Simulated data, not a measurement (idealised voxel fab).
The following process module bears the name voxel transistor to metal.
For reference, the cross-section in this document is cut, with width 160 nm and square cells of 5 nm.
Cross-section layout: square cells on a grid; listed as bands, top to bottom; a band spans one or more cell rows.
In this notation a band is specified by the heights of its top and bottom, in that order and in nm, after which its materials appear from left to right, each paired with its width in nm. The word "full width" attached to a single material means that material fills the band from edge to edge; the word "air" stands for empty space.
Heads up on the height convention: 0 is the point under which the incoming wafer is all one material, and the lowest band has no bottom, it just keeps going down, like "0 nm and below".
The two numbers in a width such as "30->40" mark its ends across the band: the first belongs to the top row of cells, the second to the bottom row, and from each row to the next the width moves by the same amount.
Reading "nothing was modified" for a step: not a cell of the cross-section changed in it.
Closed empty spaces (no open way to the top) of 8 cells or more are what "Closed void list" lists, each as width x height at distance from the left edge, nm for all three.
Anything after a step's settings on that line? It's the simulator's own note about the step.
overlay nm: how far to the right of its planned place the mask lay on this masked step (negative: to the left).

### Planned process steps
1 op RECEIVE | material Si
2 op OXIDIZE | depth nm 5
3 op CONFORMAL_DEP | material SiN | thk nm 10
4 op MASKED_ETCH | tone cover | mask id ACTIVE | width nm 110 | etch materials SiN | depth nm 10 | overlay nm 0
5 op MASKED_ETCH | tone cover | mask id ACTIVE | width nm 110 | etch materials SiO2 | depth nm 5 | overlay nm 0
6 op MASKED_ETCH | tone cover | mask id ACTIVE | width nm 110 | etch materials Si | depth nm 35 | overlay nm 0
7 op FILL_DEP | material SiO2 | thk nm 15
8 op CMP | height nm 10
9 op SELECTIVE_ETCH | etch materials SiO2 | depth nm 5
10 op STRIP | etch materials SiN
11 op SELECTIVE_ETCH | etch materials SiO2 | depth nm 5
12 op OXIDIZE | depth nm 5
13 op DIRECTIONAL_DEP | material polySi | thk nm 30
14 op DIRECTIONAL_DEP | material SiCN | thk nm 15
15 op DIRECTIONAL_DEP | material aC | thk nm 15
16 op PATTERN | tone cover | mask id GATE | material resist | width nm 20 | thk nm 30 | overlay nm 0
17 op DIRECTIONAL_ETCH | etch materials aC | depth nm 15
18 op STRIP | etch materials resist
19 op DIRECTIONAL_ETCH | etch materials SiCN | depth nm 25
20 op DIRECTIONAL_ETCH | etch materials polySi | depth nm 40
21 op STRIP | etch materials aC
22 op CONFORMAL_DEP | material SiO2 | thk nm 5
23 op DIRECTIONAL_ETCH | etch materials SiO2 | depth nm 5
24 op CONFORMAL_DEP | material SiN | thk nm 5
25 op DIRECTIONAL_ETCH | etch materials SiN | depth nm 5
26 op DIRECTIONAL_ETCH | etch materials SiO2 | depth nm 5
27 op DIRECTIONAL_ETCH | etch materials Si | depth nm 10
28 op EPI | material SiGe | thk nm 15
29 op FILL_DEP | material SiO2 | thk nm 5
30 op CMP | height nm 40
31 op DIRECTIONAL_DEP | material SiO2 | thk nm 10
32 op DIRECTIONAL_DEP | material aC | thk nm 10
33 op PATTERN | tone open | mask id CONTACT | material resist | width nm 20 | pitch nm 70 | thk nm 30 | overlay nm 0
34 op DIRECTIONAL_ETCH | etch materials aC | depth nm 10
35 op STRIP | etch materials resist
36 op DIRECTIONAL_ETCH | etch materials SiO2 | depth nm 45
37 op STRIP | etch materials aC
38 op CONFORMAL_DEP | material TiN | thk nm 5
39 op FILL_DEP | material W | thk nm 10
40 op CMP | height nm 50
41 op CONFORMAL_DEP | material SiCN | thk nm 5
42 op DIRECTIONAL_DEP | material lowk | thk nm 15
43 op DIRECTIONAL_DEP | material aC | thk nm 15
44 op PATTERN | tone open | mask id METAL_1 | material resist | width nm 20 | pitch nm 70 | thk nm 35 | overlay nm 0
45 op DIRECTIONAL_ETCH | etch materials aC | depth nm 15
46 op STRIP | etch materials resist
47 op DIRECTIONAL_ETCH | etch materials lowk | depth nm 15
48 op DIRECTIONAL_ETCH | etch materials SiCN | depth nm 5
49 op STRIP | etch materials aC
50 op CONFORMAL_DEP | material TiN | thk nm 5
51 op FILL_DEP | material Cu | thk nm 5
52 op CMP | height nm 70
53 op CONFORMAL_DEP | material SiCN | thk nm 5
54 op DIRECTIONAL_DEP | material SiO2 | thk nm 30
55 op MASKED_ETCH | tone open | mask id METAL_2 | width nm 20 | pitch nm 70 | etch materials SiO2 | depth nm 20 | overlay nm 0
56 op PATTERN | tone open | mask id METAL_2_HOLES | material resist | width nm 15 | pitch nm 70 | thk nm 15 | overlay nm 0
57 op DIRECTIONAL_ETCH | etch materials SiO2 | depth nm 10
58 op DIRECTIONAL_ETCH | etch materials SiCN | depth nm 5
59 op STRIP | etch materials resist
60 op CONFORMAL_DEP | material TiN | thk nm 5
61 op FILL_DEP | material Cu | thk nm 5
62 op CMP | height nm 105
63 op CONFORMAL_DEP | material SiN | thk nm 5

### As received (post step 1): cross-section
	0 nm and below = Si full width
	Closed void list: none

### Final cross-section, module run with one mistake (start and plan as above)
	110 nm to 105 nm = SiN full width
	105 nm to 90 nm = 35 SiO2, 5 TiN, 10 Cu, 5 TiN, 50 SiO2, 5 TiN, 10 Cu, 5 TiN, 35 SiO2
	90 nm to 85 nm = 35 SiO2, 5 TiN, 5 Cu, 10 TiN, 50 SiO2, 5 TiN, 5 Cu, 10 TiN, 35 SiO2
	85 nm to 75 nm = 35 SiO2, 5 TiN, 5 Cu, 5 TiN, 55 SiO2, 5 TiN, 5 Cu, 5 TiN, 40 SiO2
	75 nm to 70 nm = 35 SiCN, 15 TiN, 55 SiCN, 15 TiN, 40 SiCN
	70 nm to 55 nm = 35 lowk, 5 TiN, 10 Cu, 5 TiN, 50 lowk, 5 TiN, 10 Cu, 5 TiN, 35 lowk
	55 nm to 50 nm = 35 SiCN, 20 TiN, 50 SiCN, 20 TiN, 35 SiCN
	50 nm to 40 nm = 35 SiO2, 5 TiN, 10 W, 5 TiN, 50 SiO2, 5 TiN, 10 W, 5 TiN, 35 SiO2
	40 nm to 35 nm = 35 SiO2, 5 TiN, 10 W, 5 TiN, 5 SiO2, 5 SiN, 5 SiO2, 20 SiCN, 5 SiO2, 5 SiN, 5 SiO2, 5 TiN, 10 W, 5 TiN, 35 SiO2
	35 nm to 30 nm = 20 SiCN, 5 SiO2, 5 SiN, 5 SiO2, 20 TiN, 5 SiO2, 5 SiN, 5 SiO2, 20 SiCN, 5 SiO2, 5 SiN, 5 SiO2, 20 TiN, 5 SiO2, 5 SiN, 5 SiO2, 20 SiCN
	30 nm to 25 nm = 20 polySi, 120 SiCN, 20 polySi
	25 nm to 0 nm = polySi full width
	0 nm to -5 nm = 20 SiO2, 120 polySi, 20 SiO2
	-5 nm to -10 nm = SiO2 full width
	-10 nm to -40 nm = 25 SiO2, 110 Si, 25 SiO2
	-40 nm and below = Si full width
	Closed void list: none
Misprocessing identified: step 14 of the plan was executed twice over
